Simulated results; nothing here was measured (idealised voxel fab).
You're looking at the process module voxel spacer lines.
Cross-sectional view cut (width: 205 nm; square cell size: 5 nm).
When this document writes out a cross-section, it uses a grid of square cells and lists it as bands, beginning at the top and moving down, with a band standing for one or more rows of cells. For a band, the entry starts with two heights in nm, that of the top and then that of the bottom, and carries on with the band's materials in order from left to right, each alongside its width in nm; the word "full width" beside a single material means it fills the band edge to edge, and "blank" means empty space. Height is counted from the level 0, under which the received wafer is composed throughout of one material. The lowest of the bands is not closed at the bottom but continues downward, in the notation "from 0 down". With a width like "30..40", each row of cells in the band differs from the next by the same amount, the top row carrying the first number and the bottom row the second. "remained unchanged" after a step means that no cell of the cross-section changed. "Closed void catalog" lists enclosed empty spaces (at least 8 cells, no open path upward to the top), each as width x height at distance from the left edge, in nm. Step line, after settings: the simulator's comment on this step. What "overlay nm" on a step's line means: if the step has a mask, that mask lay this far to the right of its planned place, or, when the value is negative, to the left.

The following list gives the planned process steps:
1. RECEIVE | material Si
2. CONFORMAL_DEP | material Al2O3 | thk nm 10
3. DIRECTIONAL_DEP | material polySi | thk nm 20
4. DIRECTIONAL_DEP | material aC | thk nm 25
5. PATTERN | tone cover | mask id MANDREL | material resist | width nm 15 | pitch nm 60 | thk nm 35 | overlay nm 0
6. DIRECTIONAL_ETCH | etch materials aC | depth nm 25
7. STRIP | etch materials resist
8. CONFORMAL_DEP | material SiN | thk nm 15
9. DIRECTIONAL_ETCH | etch materials SiN | depth nm 15
10. STRIP | etch materials aC
11. DIRECTIONAL_ETCH | etch materials polySi | depth nm 20
12. STRIP | etch materials SiN
13. FILL_DEP | material SiO2 | thk nm 10
14. CMP | height nm 30

On the first of the two wafers: run conducted according to plan:

Delivered wafer in cross-section: state after step 1:
> from 0 down | Si full width
> Closed void catalog: none

Wafer after step 2 (cross-section):
> from 10 to 0 | Al2O3 full width
> All layers under 0 are left as they were.

Wafer after step 3 (cross-section):
> from 30 to 10 | polySi full width
> All layers under 10 are left as they were.

Wafer after step 4 (cross-section):
> from 55 to 30 | aC full width
> All layers under 30 are left as they were.

Wafer after step 5 (cross-section):
> from 90 to 55 | 65 blank; 15 resist; 45 blank; 15 resist; 65 blank
> All layers under 55 are left as they were.

Wafer after step 6 (cross-section):
> from 65 to 55 | 65 blank; 15 resist; 45 blank; 15 resist; 65 blank
> from 55 to 30 | 65 blank; 15 aC; 45 blank; 15 aC; 65 blank
> All layers under 30 are left as they were.

Wafer after step 7 (cross-section):
> from 55 to 30 | 65 blank; 15 aC; 45 blank; 15 aC; 65 blank
> All layers under 30 are left as they were.

Wafer after step 8 (cross-section):
> from 70 to 55 | 50 blank; 45 SiN; 15 blank; 45 SiN; 50 blank
> from 55 to 45 | 50 blank; 15 SiN; 15 aC; 15 SiN; 15 blank; 15 SiN; 15 aC; 15 SiN; 50 blank
> from 45 to 30 | 65 SiN; 15 aC; 45 SiN; 15 aC; 65 SiN
> All layers under 30 are left as they were.

Wafer after step 9 (cross-section):
> from 55 to 30 | 50 blank; 15 SiN; 15 aC; 15 SiN; 15 blank; 15 SiN; 15 aC; 15 SiN; 50 blank
> All layers under 30 are left as they were.

Wafer after step 10 (cross-section):
> from 55 to 30 | 50 blank; 15 SiN; 15 blank; 15 SiN; 15 blank; 15 SiN; 15 blank; 15 SiN; 50 blank
> All layers under 30 are left as they were.

Wafer after step 11 (cross-section):
> from 55 to 30 | 50 blank; 15 SiN; 15 blank; 15 SiN; 15 blank; 15 SiN; 15 blank; 15 SiN; 50 blank
> from 30 to 10 | 50 blank; 15 polySi; 15 blank; 15 polySi; 15 blank; 15 polySi; 15 blank; 15 polySi; 50 blank
> All layers under 10 are left as they were.

Wafer after step 12 (cross-section):
> from 30 to 10 | 50 blank; 15 polySi; 15 blank; 15 polySi; 15 blank; 15 polySi; 15 blank; 15 polySi; 50 blank
> All layers under 10 are left as they were.

Wafer after step 13 (cross-section):
> from 40 to 30 | SiO2 full width
> from 30 to 10 | 50 SiO2; 15 polySi; 15 SiO2; 15 polySi; 15 SiO2; 15 polySi; 15 SiO2; 15 polySi; 50 SiO2
> All layers under 10 are left as they were.

Wafer after step 14 (cross-section):
> from 30 to 10 | 50 SiO2; 15 polySi; 15 SiO2; 15 polySi; 15 SiO2; 15 polySi; 15 SiO2; 15 polySi; 50 SiO2
> All layers under 10 are left as they were.

Second wafer - shared start and plan with the first - one error in running - same as the first up to step 1 inclusive:

Second wafer shown in cross-section at the time step 2 was slated to end: remained unchanged

Second wafer shown in cross-section at the time step 3 was slated to end:
> from 20 to 0 | polySi full width
> All layers under 0 are left as they were.

Second wafer shown in cross-section at the time step 4 was slated to end:
> from 45 to 20 | aC full width
> All layers under 20 are left as they were.

Second wafer shown in cross-section at the time step 5 was slated to end:
> from 80 to 45 | 65 blank; 15 resist; 45 blank; 15 resist; 65 blank
> All layers under 45 are left as they were.

Second wafer shown in cross-section at the time step 6 was slated to end:
> from 55 to 45 | 65 blank; 15 resist; 45 blank; 15 resist; 65 blank
> from 45 to 20 | 65 blank; 15 aC; 45 blank; 15 aC; 65 blank
> All layers under 20 are left as they were.

Second wafer shown in cross-section at the time step 7 was slated to end:
> from 45 to 20 | 65 blank; 15 aC; 45 blank; 15 aC; 65 blank
> All layers under 20 are left as they were.

Second wafer shown in cross-section at the time step 8 was slated to end:
> from 60 to 45 | 50 blank; 45 SiN; 15 blank; 45 SiN; 50 blank
> from 45 to 35 | 50 blank; 15 SiN; 15 aC; 15 SiN; 15 blank; 15 SiN; 15 aC; 15 SiN; 50 blank
> from 35 to 20 | 65 SiN; 15 aC; 45 SiN; 15 aC; 65 SiN
> All layers under 20 are left as they were.

Second wafer shown in cross-section at the time step 9 was slated to end:
> from 45 to 20 | 50 blank; 15 SiN; 15 aC; 15 SiN; 15 blank; 15 SiN; 15 aC; 15 SiN; 50 blank
> All layers under 20 are left as they were.

Second wafer shown in cross-section at the time step 10 was slated to end:
> from 45 to 20 | 50 blank; 15 SiN; 15 blank; 15 SiN; 15 blank; 15 SiN; 15 blank; 15 SiN; 50 blank
> All layers under 20 are left as they were.

Second wafer shown in cross-section at the time step 11 was slated to end:
> from 45 to 20 | 50 blank; 15 SiN; 15 blank; 15 SiN; 15 blank; 15 SiN; 15 blank; 15 SiN; 50 blank
> from 20 to 0 | 50 blank; 15 polySi; 15 blank; 15 polySi; 15 blank; 15 polySi; 15 blank; 15 polySi; 50 blank
> All layers under 0 are left as they were.

Second wafer shown in cross-section at the time step 12 was slated to end:
> from 20 to 0 | 50 blank; 15 polySi; 15 blank; 15 polySi; 15 blank; 15 polySi; 15 blank; 15 polySi; 50 blank
> All layers under 0 are left as they were.

Second wafer shown in cross-section at the time step 13 was slated to end:
> from 30 to 20 | SiO2 full width
> from 20 to 0 | 50 SiO2; 15 polySi; 15 SiO2; 15 polySi; 15 SiO2; 15 polySi; 15 SiO2; 15 polySi; 50 SiO2
> All layers under 0 are left as they were.

Second wafer shown in cross-section at the time step 14 was slated to end: remained unchanged
Want to know what went wrong? step 2 was left out
Per the end-of-run cell counts, the second wafer holds more or fewer of some materials than the first: Al2O3 -82, SiO2 +82
